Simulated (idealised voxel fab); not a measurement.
process module | voxel gate over fins
cross-section cut | 285 nm wide | cells 5 nm
A cross-section is a grid of square cells, given in bands from the top down. A band is one or more rows of cells.
Each band's line starts with the height of the band's top and of its bottom, in nm. Then come its materials from left to right, each with its width in nm. One material with "throughout" fills the band from edge to edge. "air" is empty space.
Height 0 is the level under which the wafer as received is all one material. The lowest band goes on downwards, as in "0 down".
A width such as "30 to 40" changes by the same amount from each row of cells to the next, from the band's top row to its bottom row.
"no change" after a step means that no cell of the cross-section changed.
closed voids: empty space of 8 cells or more with no open way to the top, each as width x height at its distance from the left edge, in nm
after a step's settings: what the simulator itself notes on the step
overlay nm, on a step with a mask: how far to the right of its planned place the mask lay; to the left if negative
plan
1 op RECEIVE | material Si
2 op CONFORMAL_DEP | material SiN | thk nm 5
3 op MASKED_ETCH | tone cover | mask id FINS | width nm 15 | pitch nm 60 | etch materials SiN | depth nm 5 | overlay nm 0
4 op MASKED_ETCH | tone cover | mask id FINS | width nm 15 | pitch nm 60 | etch materials Si | depth nm 35 | overlay nm 0
5 op OXIDIZE | depth nm 5
6 op FILL_DEP | material SiO2 | thk nm 5
7 op CMP | height nm 5
8 op PATTERN | tone open | mask id RAIL | material resist | width nm 15 | thk nm 20 | overlay nm 0
9 op DIRECTIONAL_ETCH | etch materials SiO2 | depth nm 35
10 op STRIP | etch materials resist
11 op CONFORMAL_DEP | material TiN | thk nm 5
12 op FILL_DEP | material W | thk nm 10
13 op CMP | height nm 5
14 op SELECTIVE_ETCH | etch materials W Ru TiN | depth nm 30
15 op FILL_DEP | material SiO2 | thk nm 5
16 op CMP | height nm 5
17 op SELECTIVE_ETCH | etch materials SiO2 | depth nm 20
18 op STRIP | etch materials SiN
19 op CONFORMAL_DEP | material HfO2 | thk nm 5
20 op CONFORMAL_DEP | material TiN | thk nm 5
21 op FILL_DEP | material W | thk nm 10
22 op CMP | height nm 15
23 op CONFORMAL_DEP | material SiN | thk nm 10
as received, after step 1
  0 down: Si throughout
  closed voids: none
a wafer at the end: this start, this plan, one mistake
  25 to 15: SiN throughout
  15 to 10: TiN throughout
  10 to 5: HfO2 50 | TiN 5 | HfO2 55 | TiN 5 | HfO2 55 | TiN 5 | HfO2 55 | TiN 5 | HfO2 50
  5 to 0: HfO2 throughout
  0 to -35: HfO2 45 | SiO2 5 | Si 5 | SiO2 5 | HfO2 45 | SiO2 5 | Si 5 | SiO2 5 | HfO2 45 | SiO2 5 | Si 5 | SiO2 5 | HfO2 45 | SiO2 5 | Si 5 | SiO2 5 | HfO2 45
  -35 to -40: SiO2 50 | Si 5 | SiO2 55 | Si 5 | SiO2 55 | Si 5 | SiO2 55 | Si 5 | SiO2 50
  -40 down: Si throughout
  closed voids: none
what went wrong: step 6 ran as: op FILL_DEP | material HfO2 | thk nm 5
